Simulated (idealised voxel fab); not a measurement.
process module | voxel self aligned vias
cross-section cut | 245 nm wide | cells 5 nm
A cross-section is a grid of square cells, given in bands from the top down. A band is one or more rows of cells.
Each band's line starts with the height of the band's top and of its bottom, in nm. Then come its materials from left to right, each with its width in nm. One material with "throughout" fills the band from edge to edge. "air" is empty space.
Height 0 is the level under which the wafer as received is all one material. The lowest band goes on downwards, as in "0 down".
A width such as "30 to 40" changes by the same amount from each row of cells to the next, from the band's top row to its bottom row.
"no change" after a step means that no cell of the cross-section changed.
closed voids: empty space of 8 cells or more with no open way to the top, each as width x height at its distance from the left edge, in nm
after a step's settings: what the simulator itself notes on the step
overlay nm, on a step with a mask: how far to the right of its planned place the mask lay; to the left if negative
plan
1 op RECEIVE | material Si
2 op CONFORMAL_DEP | material SiO2 | thk nm 10
3 op CONFORMAL_DEP | material SiCN | thk nm 5
4 op DIRECTIONAL_DEP | material lowk | thk nm 30
5 op MASKED_ETCH | tone open | mask id LINES | width nm 25 | pitch nm 50 | etch materials lowk | depth nm 30 | overlay nm 0
6 op CONFORMAL_DEP | material TiN | thk nm 5
7 op FILL_DEP | material Ru | thk nm 5
8 op CMP | height nm 45
9 op SELECTIVE_ETCH | etch materials W Ru TiN | depth nm 5
10 op FILL_DEP | material SiN | thk nm 10
11 op CMP | height nm 45
12 op DIRECTIONAL_DEP | material lowk | thk nm 20
13 op DIRECTIONAL_DEP | material aC | thk nm 10
14 op PATTERN | tone open | mask id VIAS | material resist | width nm 35 | pitch nm 50 | thk nm 25 | overlay nm 0
15 op DIRECTIONAL_ETCH | etch materials aC | depth nm 10
16 op STRIP | etch materials resist
17 op DIRECTIONAL_ETCH | etch materials lowk | depth nm 20
18 op DIRECTIONAL_ETCH | etch materials SiN | depth nm 5
19 op STRIP | etch materials aC
20 op CONFORMAL_DEP | material TiN | thk nm 5
21 op FILL_DEP | material Ru | thk nm 10
22 op CMP | height nm 65
23 op CONFORMAL_DEP | material SiCN | thk nm 5
first wafer, as planned
as received, after step 1
  0 down: Si throughout
  closed voids: none
after step 2
  10 to 0: SiO2 throughout
  below 0: unchanged
after step 3
  15 to 10: SiCN throughout
  below 10: unchanged
after step 4
  45 to 15: lowk throughout
  below 15: unchanged
after step 5
  45 to 15: lowk 85 | air 25 | lowk 25 | air 25 | lowk 85
  below 15: unchanged
after step 6
  50 to 45: TiN 90 | air 15 | TiN 35 | air 15 | TiN 90
  45 to 20: lowk 85 | TiN 5 | air 15 | TiN 5 | lowk 25 | TiN 5 | air 15 | TiN 5 | lowk 85
  20 to 15: lowk 85 | TiN 25 | lowk 25 | TiN 25 | lowk 85
  below 15: unchanged
after step 7
  55 to 50: Ru throughout
  50 to 45: TiN 90 | Ru 15 | TiN 35 | Ru 15 | TiN 90
  45 to 20: lowk 85 | TiN 5 | Ru 15 | TiN 5 | lowk 25 | TiN 5 | Ru 15 | TiN 5 | lowk 85
  below 20: unchanged
after step 8
  45 to 20: lowk 85 | TiN 5 | Ru 15 | TiN 5 | lowk 25 | TiN 5 | Ru 15 | TiN 5 | lowk 85
  below 20: unchanged
after step 9
  45 to 40: lowk 85 | air 25 | lowk 25 | air 25 | lowk 85
  below 40: unchanged
after step 10
  55 to 45: SiN throughout
  45 to 40: lowk 85 | SiN 25 | lowk 25 | SiN 25 | lowk 85
  below 40: unchanged
after step 11
  45 to 40: lowk 85 | SiN 25 | lowk 25 | SiN 25 | lowk 85
  below 40: unchanged
after step 12
  65 to 45: lowk throughout
  below 45: unchanged
after step 13
  75 to 65: aC throughout
  below 65: unchanged
after step 14
  100 to 75: resist 80 | air 35 | resist 15 | air 35 | resist 80
  below 75: unchanged
after step 15
  90 to 75: resist 80 | air 35 | resist 15 | air 35 | resist 80
  75 to 65: aC 80 | air 35 | aC 15 | air 35 | aC 80
  below 65: unchanged
after step 16
  75 to 65: aC 80 | air 35 | aC 15 | air 35 | aC 80
  below 65: unchanged
after step 17
  75 to 65: aC 80 | air 35 | aC 15 | air 35 | aC 80
  65 to 45: lowk 80 | air 35 | lowk 15 | air 35 | lowk 80
  below 45: unchanged
after step 18
  75 to 65: aC 80 | air 35 | aC 15 | air 35 | aC 80
  65 to 45: lowk 80 | air 35 | lowk 15 | air 35 | lowk 80
  45 to 40: lowk 85 | air 25 | lowk 25 | air 25 | lowk 85
  below 40: unchanged
after step 19
  65 to 45: lowk 80 | air 35 | lowk 15 | air 35 | lowk 80
  below 45: unchanged
after step 20
  70 to 65: TiN 85 | air 25 | TiN 25 | air 25 | TiN 85
  65 to 50: lowk 80 | TiN 5 | air 25 | TiN 5 | lowk 15 | TiN 5 | air 25 | TiN 5 | lowk 80
  50 to 45: lowk 80 | TiN 10 | air 15 | TiN 10 | lowk 15 | TiN 10 | air 15 | TiN 10 | lowk 80
  45 to 40: lowk 85 | TiN 25 | lowk 25 | TiN 25 | lowk 85
  below 40: unchanged
after step 21
  80 to 70: Ru throughout
  70 to 65: TiN 85 | Ru 25 | TiN 25 | Ru 25 | TiN 85
  65 to 50: lowk 80 | TiN 5 | Ru 25 | TiN 5 | lowk 15 | TiN 5 | Ru 25 | TiN 5 | lowk 80
  50 to 45: lowk 80 | TiN 10 | Ru 15 | TiN 10 | lowk 15 | TiN 10 | Ru 15 | TiN 10 | lowk 80
  below 45: unchanged
after step 22
  65 to 50: lowk 80 | TiN 5 | Ru 25 | TiN 5 | lowk 15 | TiN 5 | Ru 25 | TiN 5 | lowk 80
  below 50: unchanged
after step 23
  70 to 65: SiCN throughout
  below 65: unchanged
second wafer: like start, like plan, one mistake. Through step 2 it matches the first wafer
when step 3 should have ended: no change
when step 4 should have ended
  40 to 10: lowk throughout
  below 10: unchanged
when step 5 should have ended
  40 to 10: lowk 85 | air 25 | lowk 25 | air 25 | lowk 85
  below 10: unchanged
when step 6 should have ended
  45 to 40: TiN 90 | air 15 | TiN 35 | air 15 | TiN 90
  40 to 15: lowk 85 | TiN 5 | air 15 | TiN 5 | lowk 25 | TiN 5 | air 15 | TiN 5 | lowk 85
  15 to 10: lowk 85 | TiN 25 | lowk 25 | TiN 25 | lowk 85
  below 10: unchanged
when step 7 should have ended
  50 to 45: Ru throughout
  45 to 40: TiN 90 | Ru 15 | TiN 35 | Ru 15 | TiN 90
  40 to 15: lowk 85 | TiN 5 | Ru 15 | TiN 5 | lowk 25 | TiN 5 | Ru 15 | TiN 5 | lowk 85
  below 15: unchanged
when step 8 should have ended
  45 to 40: TiN 90 | Ru 15 | TiN 35 | Ru 15 | TiN 90
  below 40: unchanged
when step 9 should have ended
  40 to 15: lowk 85 | TiN 5 | Ru 15 | TiN 5 | lowk 25 | TiN 5 | Ru 15 | TiN 5 | lowk 85
  below 15: unchanged
when step 10 should have ended
  50 to 40: SiN throughout
  below 40: unchanged
when step 11 should have ended
  45 to 40: SiN throughout
  below 40: unchanged
when step 12 should have ended
  65 to 45: lowk throughout
  below 45: unchanged
when step 13 should have ended
  75 to 65: aC throughout
  below 65: unchanged
when step 14 should have ended
  100 to 75: resist 80 | air 35 | resist 15 | air 35 | resist 80
  below 75: unchanged
when step 15 should have ended
  90 to 75: resist 80 | air 35 | resist 15 | air 35 | resist 80
  75 to 65: aC 80 | air 35 | aC 15 | air 35 | aC 80
  below 65: unchanged
when step 16 should have ended
  75 to 65: aC 80 | air 35 | aC 15 | air 35 | aC 80
  below 65: unchanged
when step 17 should have ended
  75 to 65: aC 80 | air 35 | aC 15 | air 35 | aC 80
  65 to 45: lowk 80 | air 35 | lowk 15 | air 35 | lowk 80
  below 45: unchanged
when step 18 should have ended
  75 to 65: aC 80 | air 35 | aC 15 | air 35 | aC 80
  65 to 45: lowk 80 | air 35 | lowk 15 | air 35 | lowk 80
  45 to 40: SiN 80 | air 35 | SiN 15 | air 35 | SiN 80
  below 40: unchanged
when step 19 should have ended
  65 to 45: lowk 80 | air 35 | lowk 15 | air 35 | lowk 80
  below 45: unchanged
when step 20 should have ended
  70 to 65: TiN 85 | air 25 | TiN 25 | air 25 | TiN 85
  65 to 45: lowk 80 | TiN 5 | air 25 | TiN 5 | lowk 15 | TiN 5 | air 25 | TiN 5 | lowk 80
  45 to 40: SiN 80 | TiN 35 | SiN 15 | TiN 35 | SiN 80
  below 40: unchanged
when step 21 should have ended
  80 to 70: Ru throughout
  70 to 65: TiN 85 | Ru 25 | TiN 25 | Ru 25 | TiN 85
  65 to 45: lowk 80 | TiN 5 | Ru 25 | TiN 5 | lowk 15 | TiN 5 | Ru 25 | TiN 5 | lowk 80
  below 45: unchanged
when step 22 should have ended
  65 to 45: lowk 80 | TiN 5 | Ru 25 | TiN 5 | lowk 15 | TiN 5 | Ru 25 | TiN 5 | lowk 80
  below 45: unchanged
when step 23 should have ended
  70 to 65: SiCN throughout
  below 65: unchanged
what went wrong: step 3 was left out
at the end the second wafer has, in cells: 10 more of Ru | 49 fewer of SiCN | 35 more of SiN | 4 more of TiN
